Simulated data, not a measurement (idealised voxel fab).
The process module that follows is named voxel gate over fins.
The cross-section on display is named cut; it measures 230 nm wide, and its cells are 5 nm squares.
Cross-section layout: square cells on a grid; listed as bands, top to bottom; a band spans one or more cell rows. In this notation a band is specified by the heights of its top and bottom, in that order and in nm, after which its materials appear from left to right, each paired with its width in nm. The word "edge to edge" attached to a single material means that material fills the band from edge to edge; the word "blank" stands for empty space. Height datum 0, below which the as-received substrate wafer is one material. Lowest band open at the bottom, running downward: "0 -> down". Width: "30->40" (first number = top row, second number = bottom row, same change from row to row of cells). The cross-section has no changed cell in any step marked "identical to before". Under "Sealed voids" you'll find the enclosed gaps, the ones with no way out to the top, that are 8 cells or bigger; each reads width x height at distance, with distance counted from the left edge, everything in nm. Anything after a step's settings on that line? It's the simulator's own note about the step. A step's line can hold "overlay nm"; with a mask on that step, the setting says how far right of the planned place the mask lay, while a negative setting says it lay to the left.

### List of planned process steps
1 RECEIVE | material Si
2 CONFORMAL_DEP | material SiN | thk nm 10
3 PATTERN | tone cover | mask id FINS | material resist | width nm 15 | pitch nm 40 | thk nm 15 | overlay nm 0
4 DIRECTIONAL_ETCH | etch materials SiN | depth nm 10
5 DIRECTIONAL_ETCH | etch materials Si | depth nm 40
6 STRIP | etch materials resist
7 OXIDIZE | depth nm 5
8 FILL_DEP | material SiO2 | thk nm 15
9 CMP | height nm 10
10 SELECTIVE_ETCH | etch materials SiO2 | depth nm 20
11 STRIP | etch materials SiN
12 CONFORMAL_DEP | material HfO2 | thk nm 5
13 CONFORMAL_DEP | material TiN | thk nm 5
14 CONFORMAL_DEP | material TiAl | thk nm 5
15 CONFORMAL_DEP | material TiN | thk nm 5
16 FILL_DEP | material W | thk nm 10
17 CMP | height nm 25
18 CONFORMAL_DEP | material SiCN | thk nm 5

### first wafer, as planned

### Cross-section, incoming material, after step 1
> 0 -> down = Si edge to edge
> Sealed voids: none

### Step 2 complete: cross-section through the wafer
> 10 -> 0 = SiN edge to edge
> below 0: unchanged

### Step 3 complete: cross-section through the wafer
> 25 -> 10 = blank=65 / resist=15 / blank=25 / resist=15 / blank=25 / resist=15 / blank=70
> below 10: unchanged

### Step 4 complete: cross-section through the wafer
> 25 -> 10 = blank=65 / resist=15 / blank=25 / resist=15 / blank=25 / resist=15 / blank=70
> 10 -> 0 = blank=65 / SiN=15 / blank=25 / SiN=15 / blank=25 / SiN=15 / blank=70
> below 0: unchanged

### Step 5 complete: cross-section through the wafer
> 25 -> 10 = blank=65 / resist=15 / blank=25 / resist=15 / blank=25 / resist=15 / blank=70
> 10 -> 0 = blank=65 / SiN=15 / blank=25 / SiN=15 / blank=25 / SiN=15 / blank=70
> 0 -> -40 = blank=65 / Si=15 / blank=25 / Si=15 / blank=25 / Si=15 / blank=70
> below -40: unchanged

### Step 6 complete: cross-section through the wafer
> 10 -> 0 = blank=65 / SiN=15 / blank=25 / SiN=15 / blank=25 / SiN=15 / blank=70
> below 0: unchanged

### Step 7 complete: cross-section through the wafer
> 10 -> 0 = blank=65 / SiN=15 / blank=25 / SiN=15 / blank=25 / SiN=15 / blank=70
> 0 -> -40 = blank=65 / SiO2=5 / Si=5 / SiO2=5 / blank=25 / SiO2=5 / Si=5 / SiO2=5 / blank=25 / SiO2=5 / Si=5 / SiO2=5 / blank=70
> -40 -> -45 = SiO2=70 / Si=5 / SiO2=35 / Si=5 / SiO2=35 / Si=5 / SiO2=75
> below -45: unchanged

### Step 8 complete: cross-section through the wafer
> 25 -> 10 = SiO2 edge to edge
> 10 -> 0 = SiO2=65 / SiN=15 / SiO2=25 / SiN=15 / SiO2=25 / SiN=15 / SiO2=70
> 0 -> -45 = SiO2=70 / Si=5 / SiO2=35 / Si=5 / SiO2=35 / Si=5 / SiO2=75
> below -45: unchanged

### Step 9 complete: cross-section through the wafer
> 10 -> 0 = SiO2=65 / SiN=15 / SiO2=25 / SiN=15 / SiO2=25 / SiN=15 / SiO2=70
> below 0: unchanged

### Step 10 complete: cross-section through the wafer
> 10 -> 0 = blank=65 / SiN=15 / blank=25 / SiN=15 / blank=25 / SiN=15 / blank=70
> 0 -> -10 = blank=70 / Si=5 / blank=35 / Si=5 / blank=35 / Si=5 / blank=75
> below -10: unchanged

### Step 11 complete: cross-section through the wafer
> 0 -> -10 = blank=70 / Si=5 / blank=35 / Si=5 / blank=35 / Si=5 / blank=75
> below -10: unchanged

### Step 12 complete: cross-section through the wafer
> 5 -> 0 = blank=65 / HfO2=15 / blank=25 / HfO2=15 / blank=25 / HfO2=15 / blank=70
> 0 -> -5 = blank=65 / HfO2=5 / Si=5 / HfO2=5 / blank=25 / HfO2=5 / Si=5 / HfO2=5 / blank=25 / HfO2=5 / Si=5 / HfO2=5 / blank=70
> -5 -> -10 = HfO2=70 / Si=5 / HfO2=35 / Si=5 / HfO2=35 / Si=5 / HfO2=75
> below -10: unchanged

### Step 13 complete: cross-section through the wafer
> 10 -> 5 = blank=60 / TiN=25 / blank=15 / TiN=25 / blank=15 / TiN=25 / blank=65
> 5 -> 0 = blank=60 / TiN=5 / HfO2=15 / TiN=5 / blank=15 / TiN=5 / HfO2=15 / TiN=5 / blank=15 / TiN=5 / HfO2=15 / TiN=5 / blank=65
> 0 -> -5 = TiN=65 / HfO2=5 / Si=5 / HfO2=5 / TiN=25 / HfO2=5 / Si=5 / HfO2=5 / TiN=25 / HfO2=5 / Si=5 / HfO2=5 / TiN=70
> below -5: unchanged

### Step 14 complete: cross-section through the wafer
> 15 -> 10 = blank=55 / TiAl=35 / blank=5 / TiAl=35 / blank=5 / TiAl=35 / blank=60
> 10 -> 5 = blank=55 / TiAl=5 / TiN=25 / TiAl=5 / blank=5 / TiAl=5 / TiN=25 / TiAl=5 / blank=5 / TiAl=5 / TiN=25 / TiAl=5 / blank=60
> 5 -> 0 = TiAl=60 / TiN=5 / HfO2=15 / TiN=5 / TiAl=15 / TiN=5 / HfO2=15 / TiN=5 / TiAl=15 / TiN=5 / HfO2=15 / TiN=5 / TiAl=65
> below 0: unchanged

### Step 15 complete: cross-section through the wafer
> 20 -> 15 = blank=50 / TiN=125 / blank=55
> 15 -> 10 = blank=50 / TiN=5 / TiAl=35 / TiN=5 / TiAl=35 / TiN=5 / TiAl=35 / TiN=5 / blank=55
> 10 -> 5 = TiN=55 / TiAl=5 / TiN=25 / TiAl=5 / TiN=5 / TiAl=5 / TiN=25 / TiAl=5 / TiN=5 / TiAl=5 / TiN=25 / TiAl=5 / TiN=60
> below 5: unchanged

### Step 16 complete: cross-section through the wafer
> 30 -> 20 = W edge to edge
> 20 -> 15 = W=50 / TiN=125 / W=55
> 15 -> 10 = W=50 / TiN=5 / TiAl=35 / TiN=5 / TiAl=35 / TiN=5 / TiAl=35 / TiN=5 / W=55
> below 10: unchanged

### Step 17 complete: cross-section through the wafer
> 25 -> 20 = W edge to edge
> below 20: unchanged

### Step 18 complete: cross-section through the wafer
> 30 -> 25 = SiCN edge to edge
> below 25: unchanged

### Regarding the second of the two wafers: it shared the first wafer's starting condition and process plan, yet one error occurred during its execution. Its history coincides with that of the first wafer up to and including step 4

### Planned end of step 5: second wafer, cross-section
> 25 -> 10 = blank=65 / resist=15 / blank=25 / resist=15 / blank=25 / resist=15 / blank=70
> 10 -> 0 = blank=65 / SiN=15 / blank=25 / SiN=15 / blank=25 / SiN=15 / blank=70
> 0 -> -50 = blank=65 / Si=15 / blank=25 / Si=15 / blank=25 / Si=15 / blank=70
> below -50: unchanged

### Planned end of step 6: second wafer, cross-section
> 10 -> 0 = blank=65 / SiN=15 / blank=25 / SiN=15 / blank=25 / SiN=15 / blank=70
> below 0: unchanged

### Planned end of step 7: second wafer, cross-section
> 10 -> 0 = blank=65 / SiN=15 / blank=25 / SiN=15 / blank=25 / SiN=15 / blank=70
> 0 -> -50 = blank=65 / SiO2=5 / Si=5 / SiO2=5 / blank=25 / SiO2=5 / Si=5 / SiO2=5 / blank=25 / SiO2=5 / Si=5 / SiO2=5 / blank=70
> -50 -> -55 = SiO2=70 / Si=5 / SiO2=35 / Si=5 / SiO2=35 / Si=5 / SiO2=75
> below -55: unchanged

### Planned end of step 8: second wafer, cross-section
> 25 -> 10 = SiO2 edge to edge
> 10 -> 0 = SiO2=65 / SiN=15 / SiO2=25 / SiN=15 / SiO2=25 / SiN=15 / SiO2=70
> 0 -> -55 = SiO2=70 / Si=5 / SiO2=35 / Si=5 / SiO2=35 / Si=5 / SiO2=75
> below -55: unchanged

### Planned end of step 9: second wafer, cross-section
> 10 -> 0 = SiO2=65 / SiN=15 / SiO2=25 / SiN=15 / SiO2=25 / SiN=15 / SiO2=70
> below 0: unchanged

### Planned end of step 10: second wafer, cross-section
> 10 -> 0 = blank=65 / SiN=15 / blank=25 / SiN=15 / blank=25 / SiN=15 / blank=70
> 0 -> -10 = blank=70 / Si=5 / blank=35 / Si=5 / blank=35 / Si=5 / blank=75
> below -10: unchanged

### Planned end of step 11: second wafer, cross-section
> 0 -> -10 = blank=70 / Si=5 / blank=35 / Si=5 / blank=35 / Si=5 / blank=75
> below -10: unchanged

### Planned end of step 12: second wafer, cross-section
> 5 -> 0 = blank=65 / HfO2=15 / blank=25 / HfO2=15 / blank=25 / HfO2=15 / blank=70
> 0 -> -5 = blank=65 / HfO2=5 / Si=5 / HfO2=5 / blank=25 / HfO2=5 / Si=5 / HfO2=5 / blank=25 / HfO2=5 / Si=5 / HfO2=5 / blank=70
> -5 -> -10 = HfO2=70 / Si=5 / HfO2=35 / Si=5 / HfO2=35 / Si=5 / HfO2=75
> below -10: unchanged

### Planned end of step 13: second wafer, cross-section
> 10 -> 5 = blank=60 / TiN=25 / blank=15 / TiN=25 / blank=15 / TiN=25 / blank=65
> 5 -> 0 = blank=60 / TiN=5 / HfO2=15 / TiN=5 / blank=15 / TiN=5 / HfO2=15 / TiN=5 / blank=15 / TiN=5 / HfO2=15 / TiN=5 / blank=65
> 0 -> -5 = TiN=65 / HfO2=5 / Si=5 / HfO2=5 / TiN=25 / HfO2=5 / Si=5 / HfO2=5 / TiN=25 / HfO2=5 / Si=5 / HfO2=5 / TiN=70
> below -5: unchanged

### Planned end of step 14: second wafer, cross-section
> 15 -> 10 = blank=55 / TiAl=35 / blank=5 / TiAl=35 / blank=5 / TiAl=35 / blank=60
> 10 -> 5 = blank=55 / TiAl=5 / TiN=25 / TiAl=5 / blank=5 / TiAl=5 / TiN=25 / TiAl=5 / blank=5 / TiAl=5 / TiN=25 / TiAl=5 / blank=60
> 5 -> 0 = TiAl=60 / TiN=5 / HfO2=15 / TiN=5 / TiAl=15 / TiN=5 / HfO2=15 / TiN=5 / TiAl=15 / TiN=5 / HfO2=15 / TiN=5 / TiAl=65
> below 0: unchanged

### Planned end of step 15: second wafer, cross-section
> 20 -> 15 = blank=50 / TiN=125 / blank=55
> 15 -> 10 = blank=50 / TiN=5 / TiAl=35 / TiN=5 / TiAl=35 / TiN=5 / TiAl=35 / TiN=5 / blank=55
> 10 -> 5 = TiN=55 / TiAl=5 / TiN=25 / TiAl=5 / TiN=5 / TiAl=5 / TiN=25 / TiAl=5 / TiN=5 / TiAl=5 / TiN=25 / TiAl=5 / TiN=60
> below 5: unchanged

### Planned end of step 16: second wafer, cross-section
> 30 -> 20 = W edge to edge
> 20 -> 15 = W=50 / TiN=125 / W=55
> 15 -> 10 = W=50 / TiN=5 / TiAl=35 / TiN=5 / TiAl=35 / TiN=5 / TiAl=35 / TiN=5 / W=55
> below 10: unchanged

### Planned end of step 17: second wafer, cross-section
> 25 -> 20 = W edge to edge
> below 20: unchanged

### Planned end of step 18: second wafer, cross-section
> 30 -> 25 = SiCN edge to edge
> below 25: unchanged
Here's what went sideways: step 5 deviated from plan and actually ran as DIRECTIONAL_ETCH | etch materials Si | depth nm 50
Final comparison by cell count, materials where the second wafer has more or fewer than the first: Si: 86 fewer | SiO2: 86 more
